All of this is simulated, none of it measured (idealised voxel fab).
This is a process module. Its name is voxel wiring stack.
Shown is cross-section cut, with a width of 300 nm and square cells of size 5 nm.
A cross-section is written here as square cells arranged in a grid, and it is given in bands from the top down, each band taking up one or more rows of cells. It is stipulated that each band's entry specify, in nanometres, the height of the top of the band and then that of its bottom, followed by the materials of the band in left-to-right sequence, each together with its width in nanometres. A single material marked by the word "full width" is understood to fill the band from edge to edge; the word "empty" is understood to denote empty space. Basically, 0 is our baseline, since under it the wafer straight out of the box is all one material. The bottom band has no lower end and keeps on going down, so it looks like "0 down". The width entry "30..40" should be interpreted row by row: the top row of cells in the band takes the first number, the bottom row takes the second number, and the change between adjacent rows is uniform throughout. Step note "nothing was modified" = no cross-section cell changed. Enclosed voids (no open way to top), threshold 8 cells or more, entry "Sealed cavities", notation width x height at distance, distance from left edge, nm. It should be noted that, on the line of a given step, the content following the step's settings is a remark produced by the simulator itself with respect to that step. A step line may carry the setting "overlay nm", which, for steps involving a mask, states the distance by which the mask lay to the right of its intended position; negative values denote displacement to the left.
**Below is the list of planned process steps**
1,RECEIVE: material Si
2,CONFORMAL_DEP: material SiO2, thk nm 15
3,DIRECTIONAL_DEP: material TiN, thk nm 5
4,DIRECTIONAL_DEP: material Ru, thk nm 25
5,PATTERN: tone cover, mask id METAL_1, material resist, width nm 20, pitch nm 35, thk nm 20, overlay nm 0
6,DIRECTIONAL_ETCH: etch materials Ru, depth nm 25
7,DIRECTIONAL_ETCH: etch materials TiN, depth nm 5
8,STRIP: etch materials resist
9,FILL_DEP: material SiO2, thk nm 5
10,CMP: height nm 45
11,CONFORMAL_DEP: material SiCN, thk nm 5
12,DIRECTIONAL_DEP: material SiO2, thk nm 30
13,PATTERN: tone open, mask id METAL_2_HOLES, material resist, width nm 15, pitch nm 35, thk nm 20, overlay nm 0
14,DIRECTIONAL_ETCH: etch materials SiO2, depth nm 30
15,STRIP: etch materials resist
16,PATTERN: tone open, mask id METAL_2, material resist, width nm 20, pitch nm 35, thk nm 20, overlay nm 0
17,DIRECTIONAL_ETCH: etch materials SiO2, depth nm 15
18,DIRECTIONAL_ETCH: etch materials SiCN, depth nm 5
19,STRIP: etch materials resist
20,CONFORMAL_DEP: material TiN, thk nm 5
21,FILL_DEP: material Cu, thk nm 10
22,CMP: height nm 80
23,CONFORMAL_DEP: material SiCN, thk nm 5
24,DIRECTIONAL_DEP: material SiO2, thk nm 10
25,MASKED_ETCH: tone open, mask id PLUG_2, width nm 15, pitch nm 35, etch materials SiO2, depth nm 10, overlay nm 0
26,MASKED_ETCH: tone open, mask id PLUG_2, width nm 15, pitch nm 35, etch materials SiCN, depth nm 5, overlay nm 0
27,EPI: material Ru, thk nm 10
28,EPI: material Ru, thk nm 5
29,DIRECTIONAL_DEP: material TiN, thk nm 5
30,DIRECTIONAL_DEP: material Ru, thk nm 20
31,MASKED_ETCH: tone cover, mask id METAL_3, width nm 20, pitch nm 35, etch materials Ru, depth nm 20, overlay nm 0
32,MASKED_ETCH: tone cover, mask id METAL_3, width nm 20, pitch nm 35, etch materials TiN, depth nm 5, overlay nm 0
33,FILL_DEP: material SiO2, thk nm 10
34,CMP: height nm 120
35,CONFORMAL_DEP: material SiCN, thk nm 5
36,DIRECTIONAL_DEP: material SiO2, thk nm 20
37,DIRECTIONAL_DEP: material aC, thk nm 10
38,PATTERN: tone open, mask id PLUG_3, material resist, width nm 15, pitch nm 35, thk nm 25, overlay nm 0
39,DIRECTIONAL_ETCH: etch materials aC, depth nm 10
40,STRIP: etch materials resist
41,DIRECTIONAL_ETCH: etch materials SiO2, depth nm 20
42,DIRECTIONAL_ETCH: etch materials SiCN, depth nm 5
43,STRIP: etch materials aC
44,CONFORMAL_DEP: material TiN, thk nm 5
45,FILL_DEP: material Cu, thk nm 10
46,CMP: height nm 145
47,DIRECTIONAL_DEP: material TiN, thk nm 5
48,DIRECTIONAL_DEP: material W, thk nm 25
49,MASKED_ETCH: tone cover, mask id METAL_4, width nm 20, pitch nm 35, etch materials W, depth nm 25, overlay nm 0
50,MASKED_ETCH: tone cover, mask id METAL_4, width nm 20, pitch nm 35, etch materials TiN, depth nm 5, overlay nm 0
51,CONFORMAL_DEP: material SiN, thk nm 5
52,FILL_DEP: material lowk, thk nm 5
53,CMP: height nm 175
54,CONFORMAL_DEP: material SiN, thk nm 5
**Cross-sectional view of the wafer in its as-received condition, corresponding to the state after step 1**
- 0 down | Si full width
- Sealed cavities: none
**The module was run from the start shown above using the plan shown above, but one mistake was made doing it; the resulting wafer cross-section is below**
- 180 to 175 | SiN full width
- 175 to 150 | lowk 80 nm, then SiN 5 nm, then W 20 nm, then SiN 5 nm, then lowk 5 nm, then SiN 5 nm, then W 20 nm, then SiN 5 nm, then lowk 5 nm, then SiN 5 nm, then W 20 nm, then SiN 5 nm, then lowk 5 nm, then SiN 5 nm, then W 20 nm, then SiN 5 nm, then lowk 85 nm
- 150 to 145 | SiN 85 nm, then TiN 20 nm, then SiN 15 nm, then TiN 20 nm, then SiN 15 nm, then TiN 20 nm, then SiN 15 nm, then TiN 20 nm, then SiN 90 nm
- 145 to 125 | SiO2 85 nm, then TiN 5 nm, then Cu 5 nm, then TiN 5 nm, then SiO2 20 nm, then TiN 5 nm, then Cu 5 nm, then TiN 5 nm, then SiO2 20 nm, then TiN 5 nm, then Cu 5 nm, then TiN 5 nm, then SiO2 20 nm, then TiN 5 nm, then Cu 5 nm, then TiN 5 nm, then SiO2 95 nm
- 125 to 120 | SiCN 85 nm, then TiN 15 nm, then SiCN 20 nm, then TiN 15 nm, then SiCN 20 nm, then TiN 15 nm, then SiCN 20 nm, then TiN 15 nm, then SiCN 95 nm
- 120 to 100 | SiO2 85 nm, then Ru 20 nm, then SiO2 15 nm, then Ru 20 nm, then SiO2 15 nm, then Ru 20 nm, then SiO2 15 nm, then Ru 20 nm, then SiO2 90 nm
- 100 to 95 | SiO2 85 nm, then TiN 20 nm, then SiO2 15 nm, then TiN 20 nm, then SiO2 15 nm, then TiN 20 nm, then SiO2 15 nm, then TiN 20 nm, then SiO2 90 nm
- 95 to 85 | SiO2 85 nm, then Ru 15 nm, then SiO2 20 nm, then Ru 15 nm, then SiO2 20 nm, then Ru 15 nm, then SiO2 20 nm, then Ru 15 nm, then SiO2 95 nm
- 85 to 80 | SiCN 85 nm, then Ru 15 nm, then SiCN 20 nm, then Ru 15 nm, then SiCN 20 nm, then Ru 15 nm, then SiCN 20 nm, then Ru 15 nm, then SiCN 95 nm
- 80 to 70 | Cu 95 nm, then TiN 5 nm, then SiO2 5 nm, then TiN 5 nm, then Cu 20 nm, then TiN 5 nm, then SiO2 5 nm, then TiN 5 nm, then Cu 20 nm, then TiN 5 nm, then SiO2 5 nm, then TiN 5 nm, then Cu 20 nm, then TiN 5 nm, then SiO2 5 nm, then TiN 5 nm, then Cu 85 nm
- 70 to 65 | TiN 90 nm, then Cu 5 nm, then TiN 5 nm, then SiO2 5 nm, then TiN 20 nm, then Cu 5 nm, then TiN 5 nm, then SiO2 5 nm, then TiN 20 nm, then Cu 5 nm, then TiN 5 nm, then SiO2 5 nm, then TiN 20 nm, then Cu 5 nm, then TiN 5 nm, then SiO2 5 nm, then TiN 90 nm
- 65 to 55 | SiO2 85 nm, then TiN 5 nm, then Cu 5 nm, then TiN 5 nm, then SiO2 20 nm, then TiN 5 nm, then Cu 5 nm, then TiN 5 nm, then SiO2 20 nm, then TiN 5 nm, then Cu 5 nm, then TiN 5 nm, then SiO2 20 nm, then TiN 5 nm, then Cu 5 nm, then TiN 5 nm, then SiO2 95 nm
- 55 to 50 | SiO2 85 nm, then TiN 15 nm, then SiO2 20 nm, then TiN 15 nm, then SiO2 20 nm, then TiN 15 nm, then SiO2 20 nm, then TiN 15 nm, then SiO2 95 nm
- 50 to 45 | SiCN full width
- 45 to 20 | SiO2 85 nm, then Ru 20 nm, then SiO2 15 nm, then Ru 20 nm, then SiO2 15 nm, then Ru 20 nm, then SiO2 15 nm, then Ru 20 nm, then SiO2 90 nm
- 20 to 15 | SiO2 85 nm, then TiN 20 nm, then SiO2 15 nm, then TiN 20 nm, then SiO2 15 nm, then TiN 20 nm, then SiO2 15 nm, then TiN 20 nm, then SiO2 90 nm
- 15 to 0 | SiO2 full width
- 0 down | Si full width
- Sealed cavities: none
Short version of what went wrong: step 16 was run on a setting that differed from the plan, and what really ran there is PATTERN: tone cover, mask id METAL_2, material resist, width nm 20, pitch nm 35, thk nm 20, overlay nm 0
